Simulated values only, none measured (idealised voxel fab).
Name of the process module below: voxel self aligned vias
For reference, the cross-section in this document is cut, with width 190 nm and square cells of 5 nm.
Cross-section format: a grid of square cells, given as bands from top to bottom; each band is one or more rows of cells.
In this notation a band is specified by the heights of its top and bottom, in that order and in nm, after which its materials appear from left to right, each paired with its width in nm. The word "full width" attached to a single material means that material fills the band from edge to edge; the word "empty" stands for empty space.
It should be noted that heights are counted from 0, beneath which the wafer as supplied is of one material throughout, and that the lowest band possesses no lower boundary but continues downward, as written in "0 -> down".
When a width is written as two numbers, as in "30 to 40", the first number is the width in the top row of cells of the band and the second is the width in its bottom row, and the width changes by the same amount from each row to the next.
Take "same as before" at face value: in the step it is given for, the cross-section changed in none of its cells.
"Voids, fully enclosed" specifies each empty space that is not open to the top and that occupies no fewer than 8 cells, using the form width x height at distance, the distance measured from the left edge and all three quantities in nm.
Heads up: the bit after the settings on a step's line is the simulator's remark on that step.
The line of a step may include "overlay nm". On a step with a mask, this value is how far to the right of its planned place the mask lay. A negative value means the mask lay to the left.
Steps in the process plan:
1 op RECEIVE | material Si
2 op CONFORMAL_DEP | material SiO2 | thk nm 15
3 op CONFORMAL_DEP | material SiCN | thk nm 5
4 op DIRECTIONAL_DEP | material lowk | thk nm 25
5 op PATTERN | tone open | mask id LINES | material resist | width nm 30 | pitch nm 60 | thk nm 20 | overlay nm 0
6 op DIRECTIONAL_ETCH | etch materials lowk | depth nm 25
7 op STRIP | etch materials resist
8 op CONFORMAL_DEP | material TiN | thk nm 5
9 op FILL_DEP | material Ru | thk nm 10
10 op CMP | height nm 45
11 op SELECTIVE_ETCH | etch materials W Ru TiN | depth nm 10
12 op FILL_DEP | material SiN | thk nm 5
13 op CMP | height nm 45
14 op DIRECTIONAL_DEP | material lowk | thk nm 20
15 op PATTERN | tone open | mask id VIAS | material resist | width nm 40 | pitch nm 60 | thk nm 20 | overlay nm 0
16 op DIRECTIONAL_ETCH | etch materials lowk | depth nm 20
17 op DIRECTIONAL_ETCH | etch materials SiN | depth nm 10
18 op STRIP | etch materials resist
19 op CONFORMAL_DEP | material TiN | thk nm 5
20 op FILL_DEP | material Cu | thk nm 10
21 op CMP | height nm 65
22 op CONFORMAL_DEP | material SiN | thk nm 5
Below: the first of two wafers, run as planned:
Incoming wafer, cross-sectional view, post step 1:
> 0 -> down: Si full width
> Voids, fully enclosed: none
Upon completion of step 2, the wafer appears in cross-section as shown:
> 15 -> 0: SiO2 full width
> No changes below 0.
Upon completion of step 3, the wafer appears in cross-section as shown:
> 20 -> 15: SiCN full width
> No changes below 15.
Upon completion of step 4, the wafer appears in cross-section as shown:
> 45 -> 20: lowk full width
> No changes below 20.
Upon completion of step 5, the wafer appears in cross-section as shown:
> 65 -> 45: resist=20  empty=30  resist=30  empty=30  resist=30  empty=30  resist=20
> No changes below 45.
Upon completion of step 6, the wafer appears in cross-section as shown:
> 65 -> 45: resist=20  empty=30  resist=30  empty=30  resist=30  empty=30  resist=20
> 45 -> 20: lowk=20  empty=30  lowk=30  empty=30  lowk=30  empty=30  lowk=20
> No changes below 20.
Upon completion of step 7, the wafer appears in cross-section as shown:
> 45 -> 20: lowk=20  empty=30  lowk=30  empty=30  lowk=30  empty=30  lowk=20
> No changes below 20.
Upon completion of step 8, the wafer appears in cross-section as shown:
> 50 -> 45: TiN=25  empty=20  TiN=40  empty=20  TiN=40  empty=20  TiN=25
> 45 -> 25: lowk=20  TiN=5  empty=20  TiN=5  lowk=30  TiN=5  empty=20  TiN=5  lowk=30  TiN=5  empty=20  TiN=5  lowk=20
> 25 -> 20: lowk=20  TiN=30  lowk=30  TiN=30  lowk=30  TiN=30  lowk=20
> No changes below 20.
Upon completion of step 9, the wafer appears in cross-section as shown:
> 60 -> 50: Ru full width
> 50 -> 45: TiN=25  Ru=20  TiN=40  Ru=20  TiN=40  Ru=20  TiN=25
> 45 -> 25: lowk=20  TiN=5  Ru=20  TiN=5  lowk=30  TiN=5  Ru=20  TiN=5  lowk=30  TiN=5  Ru=20  TiN=5  lowk=20
> No changes below 25.
Upon completion of step 10, the wafer appears in cross-section as shown:
> 45 -> 25: lowk=20  TiN=5  Ru=20  TiN=5  lowk=30  TiN=5  Ru=20  TiN=5  lowk=30  TiN=5  Ru=20  TiN=5  lowk=20
> No changes below 25.
Upon completion of step 11, the wafer appears in cross-section as shown:
> 45 -> 35: lowk=20  empty=30  lowk=30  empty=30  lowk=30  empty=30  lowk=20
> No changes below 35.
Upon completion of step 12, the wafer appears in cross-section as shown:
> 50 -> 45: SiN full width
> 45 -> 35: lowk=20  SiN=30  lowk=30  SiN=30  lowk=30  SiN=30  lowk=20
> No changes below 35.
Upon completion of step 13, the wafer appears in cross-section as shown:
> 45 -> 35: lowk=20  SiN=30  lowk=30  SiN=30  lowk=30  SiN=30  lowk=20
> No changes below 35.
Upon completion of step 14, the wafer appears in cross-section as shown:
> 65 -> 45: lowk full width
> No changes below 45.
Upon completion of step 15, the wafer appears in cross-section as shown:
> 85 -> 65: resist=15  empty=40  resist=20  empty=40  resist=20  empty=40  resist=15
> No changes below 65.
Upon completion of step 16, the wafer appears in cross-section as shown:
> 85 -> 65: resist=15  empty=40  resist=20  empty=40  resist=20  empty=40  resist=15
> 65 -> 45: lowk=15  empty=40  lowk=20  empty=40  lowk=20  empty=40  lowk=15
> No changes below 45.
Upon completion of step 17, the wafer appears in cross-section as shown:
> 85 -> 65: resist=15  empty=40  resist=20  empty=40  resist=20  empty=40  resist=15
> 65 -> 45: lowk=15  empty=40  lowk=20  empty=40  lowk=20  empty=40  lowk=15
> 45 -> 35: lowk=20  empty=30  lowk=30  empty=30  lowk=30  empty=30  lowk=20
> No changes below 35.
Upon completion of step 18, the wafer appears in cross-section as shown:
> 65 -> 45: lowk=15  empty=40  lowk=20  empty=40  lowk=20  empty=40  lowk=15
> No changes below 45.
Upon completion of step 19, the wafer appears in cross-section as shown:
> 70 -> 65: TiN=20  empty=30  TiN=30  empty=30  TiN=30  empty=30  TiN=20
> 65 -> 50: lowk=15  TiN=5  empty=30  TiN=5  lowk=20  TiN=5  empty=30  TiN=5  lowk=20  TiN=5  empty=30  TiN=5  lowk=15
> 50 -> 40: lowk=15 to 20  TiN=10 to 5  empty=20  TiN=10 to 5  lowk=20 to 30  TiN=10 to 5  empty=20  TiN=10 to 5  lowk=20 to 30  TiN=10 to 5  empty=20  TiN=10 to 5  lowk=15 to 20
> 40 -> 35: lowk=20  TiN=30  lowk=30  TiN=30  lowk=30  TiN=30  lowk=20
> No changes below 35.
Upon completion of step 20, the wafer appears in cross-section as shown:
> 80 -> 70: Cu full width
> 70 -> 65: TiN=20  Cu=30  TiN=30  Cu=30  TiN=30  Cu=30  TiN=20
> 65 -> 50: lowk=15  TiN=5  Cu=30  TiN=5  lowk=20  TiN=5  Cu=30  TiN=5  lowk=20  TiN=5  Cu=30  TiN=5  lowk=15
> 50 -> 40: lowk=15 to 20  TiN=10 to 5  Cu=20  TiN=10 to 5  lowk=20 to 30  TiN=10 to 5  Cu=20  TiN=10 to 5  lowk=20 to 30  TiN=10 to 5  Cu=20  TiN=10 to 5  lowk=15 to 20
> No changes below 40.
Upon completion of step 21, the wafer appears in cross-section as shown:
> 65 -> 50: lowk=15  TiN=5  Cu=30  TiN=5  lowk=20  TiN=5  Cu=30  TiN=5  lowk=20  TiN=5  Cu=30  TiN=5  lowk=15
> No changes below 50.
Upon completion of step 22, the wafer appears in cross-section as shown:
> 70 -> 65: SiN full width
> No changes below 65.
The Second Wafer: Common Origin and Plan, One Mistake in Execution, Identical to the First Through Step 20:
Cross-section of the second wafer at the time by which step 21 should have been completed according to the plan: same as before
Cross-section of the second wafer at the time by which step 22 should have been completed according to the plan:
> 85 -> 80: SiN full width
> No changes below 80.
Plan not followed: step 21 was dropped from the plan's execution and never run
Count the cells at the end and the second wafer has more or fewer of some materials than the first: Cu: 94 more; TiN: 20 more
